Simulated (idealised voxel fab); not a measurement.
Documented hereafter: the process module known as voxel self aligned vias.
Cross-sectional view cut (width: 225 nm; square cell size: 5 nm).
Cross-section = grid of square cells, listed top down in bands; band = one or more rows. Read a band's entry like this: the first values are the height of its top and the height of its bottom in nm, and what follows is the sequence of materials from left to right, each with its width in nm. Note that "blank" is empty space, and that a single material marked "edge to edge" reaches across the band from edge to edge. The reference from which all heights are counted is 0, the level beneath which the as-received wafer is entirely one material; the lowest band, having no lower bound, proceeds downward and is written after the example "0 down". The expression "30->40" gives the width at the extremes of the band, the first number at its top row of cells and the second at its bottom row, with the width changing by equal amounts from each row to the next in between. Reading "same as before" for a step: not a cell of the cross-section changed in it. Entry "Enclosed cavity list" = empty spaces >= 8 cells with no open way to the top; each as width x height at distance, distance from left edge, all nm. On a step's line, text after the settings is the simulator commenting on that step. The setting "overlay nm" may be written on the line of a step. When the step uses a mask, the value reports how far to the right of the planned place the mask lay, and a negative value reports that it lay to the left.
-- Here's what the planned process steps look like
- 1: RECEIVE: material Si
- 2: CONFORMAL_DEP: material SiO2, thk nm 10
- 3: CONFORMAL_DEP: material SiCN, thk nm 5
- 4: DIRECTIONAL_DEP: material lowk, thk nm 30
- 5: MASKED_ETCH: tone open, mask id LINES, width nm 30, pitch nm 70, etch materials lowk, depth nm 30, overlay nm 0
- 6: CONFORMAL_DEP: material TiN, thk nm 5
- 7: FILL_DEP: material W, thk nm 10
- 8: CMP: height nm 45
- 9: SELECTIVE_ETCH: etch materials W Ru TiN, depth nm 10
- 10: FILL_DEP: material SiN, thk nm 10
- 11: CMP: height nm 45
- 12: DIRECTIONAL_DEP: material lowk, thk nm 15
- 13: MASKED_ETCH: tone open, mask id VIAS, width nm 40, pitch nm 70, etch materials lowk, depth nm 15, overlay nm 0
- 14: MASKED_ETCH: tone open, mask id VIAS, width nm 40, pitch nm 70, etch materials SiN, depth nm 10, overlay nm 0
- 15: CONFORMAL_DEP: material TiN, thk nm 5
- 16: FILL_DEP: material W, thk nm 5
- 17: CMP: height nm 60
- 18: CONFORMAL_DEP: material SiCN, thk nm 5
-- As received (post step 1): cross-section
> 0 down = Si edge to edge
> Enclosed cavity list: none
-- The cross-section shown corresponds to the wafer at the conclusion of the module. The initial structure and the process plan are those presented above; however, one mistake occurred in executing the plan
> 65 to 60 = SiCN edge to edge
> 60 to 45 = lowk=55; TiN=5; W=30; TiN=5; lowk=30; TiN=5; W=30; TiN=5; lowk=60
> 45 to 40 = SiN=55; TiN=5; W=30; TiN=5; SiN=30; TiN=5; W=30; TiN=5; SiN=60
> 40 to 35 = SiN=55; TiN=40; SiN=30; TiN=40; SiN=60
> 35 to 10 = lowk=60; TiN=5; W=20; TiN=5; lowk=40; TiN=5; W=20; TiN=5; lowk=65
> 10 to 5 = lowk=60; TiN=30; lowk=40; TiN=30; lowk=65
> 5 to 0 = SiCN edge to edge
> 0 down = Si edge to edge
> Enclosed cavity list: none
So what did we get wrong on this run? step 2 of the plan: omitted, not performed
